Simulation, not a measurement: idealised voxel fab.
process module | voxel ribs on slabs
The cross-section shown here is cut; it is 290 nm wide and divided into square cells measuring 5 nm on a side.
A cross-section is written here as square cells arranged in a grid, and it is given in bands from the top down, each band taking up one or more rows of cells. What a band's entry tells you: where the top is and where the bottom is, as heights in nm, and after that what lies inside, material by material from left to right, each with its width in nm. Empty space is written as the word "blank", and a single material marked with the word "all across" occupies the band from edge to edge. Height 0 is the level under which the wafer as received is all one material. The lowest band goes on downwards, as in "0 down". You'd read "30 to 40" like this: the band's top row of cells is as wide as the first number, its bottom row is as wide as the second, and going down, every row changes width by the same amount as the row before did. Key: "identical to before" - step with no changed cell in the cross-section. Basically, "Voids, fully enclosed" tells you about the enclosed voids: empty spaces with no open way to the top, 8 cells or bigger, each written width x height at distance, where distance is from the left edge, all in nm. Past the settings on a step's line: simulator remark, on that step. overlay nm: mask offset rightward from planned place, masked step; negative means leftward offset.
# Steps in the process plan
1) RECEIVE (material Si)
2) DIRECTIONAL_DEP (material SiO2; thk nm 30)
3) DIRECTIONAL_DEP (material polySi; thk nm 20)
4) DIRECTIONAL_DEP (material aC; thk nm 15)
5) PATTERN (tone cover; mask id RIB; material resist; width nm 25; thk nm 30; overlay nm 0)
6) DIRECTIONAL_ETCH (etch materials aC; depth nm 15)
7) STRIP (etch materials resist)
8) DIRECTIONAL_ETCH (etch materials polySi; depth nm 10)
9) STRIP (etch materials aC)
10) MASKED_ETCH (tone cover; mask id SLAB; width nm 65; etch materials polySi; depth nm 10; overlay nm 0)
11) FILL_DEP (material SiO2; thk nm 30)
12) CMP (height nm 70)
13) DIRECTIONAL_DEP (material W; thk nm 10)
14) DIRECTIONAL_DEP (material aC; thk nm 15)
15) PATTERN (tone cover; mask id HEATER; material resist; width nm 35; thk nm 35; overlay nm 0)
16) DIRECTIONAL_ETCH (etch materials aC; depth nm 15)
17) STRIP (etch materials resist)
18) DIRECTIONAL_ETCH (etch materials W; depth nm 10)
19) STRIP (etch materials aC)
20) CONFORMAL_DEP (material SiO2; thk nm 10)
# The first of a set of two wafers, run to plan
# As-received wafer cross-section (after step 1)
- 0 down = Si all across
- Voids, fully enclosed: none
# How the wafer stands in section after step 2
- 30 to 0 = SiO2 all across
- Heights below 0 show no change.
# How the wafer stands in section after step 3
- 50 to 30 = polySi all across
- Heights below 30 show no change.
# How the wafer stands in section after step 4
- 65 to 50 = aC all across
- Heights below 50 show no change.
# How the wafer stands in section after step 5
- 95 to 65 = 130 nm blank  25 nm resist  135 nm blank
- Heights below 65 show no change.
# How the wafer stands in section after step 6
- 80 to 65 = 130 nm blank  25 nm resist  135 nm blank
- 65 to 50 = 130 nm blank  25 nm aC  135 nm blank
- Heights below 50 show no change.
# How the wafer stands in section after step 7
- 65 to 50 = 130 nm blank  25 nm aC  135 nm blank
- Heights below 50 show no change.
# How the wafer stands in section after step 8
- 65 to 50 = 130 nm blank  25 nm aC  135 nm blank
- 50 to 40 = 130 nm blank  25 nm polySi  135 nm blank
- Heights below 40 show no change.
# How the wafer stands in section after step 9
- 50 to 40 = 130 nm blank  25 nm polySi  135 nm blank
- Heights below 40 show no change.
# How the wafer stands in section after step 10
- 50 to 40 = 130 nm blank  25 nm polySi  135 nm blank
- 40 to 30 = 110 nm blank  65 nm polySi  115 nm blank
- Heights below 30 show no change.
# How the wafer stands in section after step 11
- 80 to 50 = SiO2 all across
- 50 to 40 = 130 nm SiO2  25 nm polySi  135 nm SiO2
- 40 to 30 = 110 nm SiO2  65 nm polySi  115 nm SiO2
- Heights below 30 show no change.
# How the wafer stands in section after step 12
- 70 to 50 = SiO2 all across
- Heights below 50 show no change.
# How the wafer stands in section after step 13
- 80 to 70 = W all across
- Heights below 70 show no change.
# How the wafer stands in section after step 14
- 95 to 80 = aC all across
- Heights below 80 show no change.
# How the wafer stands in section after step 15
- 130 to 95 = 125 nm blank  35 nm resist  130 nm blank
- Heights below 95 show no change.
# How the wafer stands in section after step 16
- 115 to 95 = 125 nm blank  35 nm resist  130 nm blank
- 95 to 80 = 125 nm blank  35 nm aC  130 nm blank
- Heights below 80 show no change.
# How the wafer stands in section after step 17
- 95 to 80 = 125 nm blank  35 nm aC  130 nm blank
- Heights below 80 show no change.
# How the wafer stands in section after step 18
- 95 to 80 = 125 nm blank  35 nm aC  130 nm blank
- 80 to 70 = 125 nm blank  35 nm W  130 nm blank
- Heights below 70 show no change.
# How the wafer stands in section after step 19
- 80 to 70 = 125 nm blank  35 nm W  130 nm blank
- Heights below 70 show no change.
# How the wafer stands in section after step 20
- 90 to 80 = 115 nm blank  55 nm SiO2  120 nm blank
- 80 to 70 = 125 nm SiO2  35 nm W  130 nm SiO2
- Heights below 70 show no change.
# Notes, second wafer: start = first wafer's, plan = first wafer's, execution had one mistake; history identical to first through step 2
# The second wafer in cross-section, at the planned close of step 3
- 70 to 30 = polySi all across
- Heights below 30 show no change.
# The second wafer in cross-section, at the planned close of step 4
- 85 to 70 = aC all across
- Heights below 70 show no change.
# The second wafer in cross-section, at the planned close of step 5
- 115 to 85 = 130 nm blank  25 nm resist  135 nm blank
- Heights below 85 show no change.
# The second wafer in cross-section, at the planned close of step 6
- 100 to 85 = 130 nm blank  25 nm resist  135 nm blank
- 85 to 70 = 130 nm blank  25 nm aC  135 nm blank
- Heights below 70 show no change.
# The second wafer in cross-section, at the planned close of step 7
- 85 to 70 = 130 nm blank  25 nm aC  135 nm blank
- Heights below 70 show no change.
# The second wafer in cross-section, at the planned close of step 8
- 85 to 70 = 130 nm blank  25 nm aC  135 nm blank
- 70 to 60 = 130 nm blank  25 nm polySi  135 nm blank
- Heights below 60 show no change.
# The second wafer in cross-section, at the planned close of step 9
- 70 to 60 = 130 nm blank  25 nm polySi  135 nm blank
- Heights below 60 show no change.
# The second wafer in cross-section, at the planned close of step 10
- 70 to 60 = 130 nm blank  25 nm polySi  135 nm blank
- 60 to 50 = 110 nm blank  65 nm polySi  115 nm blank
- Heights below 50 show no change.
# The second wafer in cross-section, at the planned close of step 11
- 100 to 70 = SiO2 all across
- 70 to 60 = 130 nm SiO2  25 nm polySi  135 nm SiO2
- 60 to 50 = 110 nm SiO2  65 nm polySi  115 nm SiO2
- Heights below 50 show no change.
# The second wafer in cross-section, at the planned close of step 12
- 70 to 60 = 130 nm SiO2  25 nm polySi  135 nm SiO2
- Heights below 60 show no change.
# The second wafer in cross-section, at the planned close of step 13
- 80 to 70 = W all across
- Heights below 70 show no change.
# The second wafer in cross-section, at the planned close of step 14
- 95 to 80 = aC all across
- Heights below 80 show no change.
# The second wafer in cross-section, at the planned close of step 15
- 130 to 95 = 125 nm blank  35 nm resist  130 nm blank
- Heights below 95 show no change.
# The second wafer in cross-section, at the planned close of step 16
- 115 to 95 = 125 nm blank  35 nm resist  130 nm blank
- 95 to 80 = 125 nm blank  35 nm aC  130 nm blank
- Heights below 80 show no change.
# The second wafer in cross-section, at the planned close of step 17
- 95 to 80 = 125 nm blank  35 nm aC  130 nm blank
- Heights below 80 show no change.
# The second wafer in cross-section, at the planned close of step 18
- 95 to 80 = 125 nm blank  35 nm aC  130 nm blank
- 80 to 70 = 125 nm blank  35 nm W  130 nm blank
- Heights below 70 show no change.
# The second wafer in cross-section, at the planned close of step 19
- 80 to 70 = 125 nm blank  35 nm W  130 nm blank
- Heights below 70 show no change.
# The second wafer in cross-section, at the planned close of step 20
- 90 to 80 = 115 nm blank  55 nm SiO2  120 nm blank
- 80 to 70 = 125 nm SiO2  35 nm W  130 nm SiO2
- Heights below 70 show no change.
what went wrong: step 3 from the plan got run twice
The final cell counts differ between the wafers, with the second having more or fewer of some materials than the first: SiO2: 232 fewer | polySi: 232 more
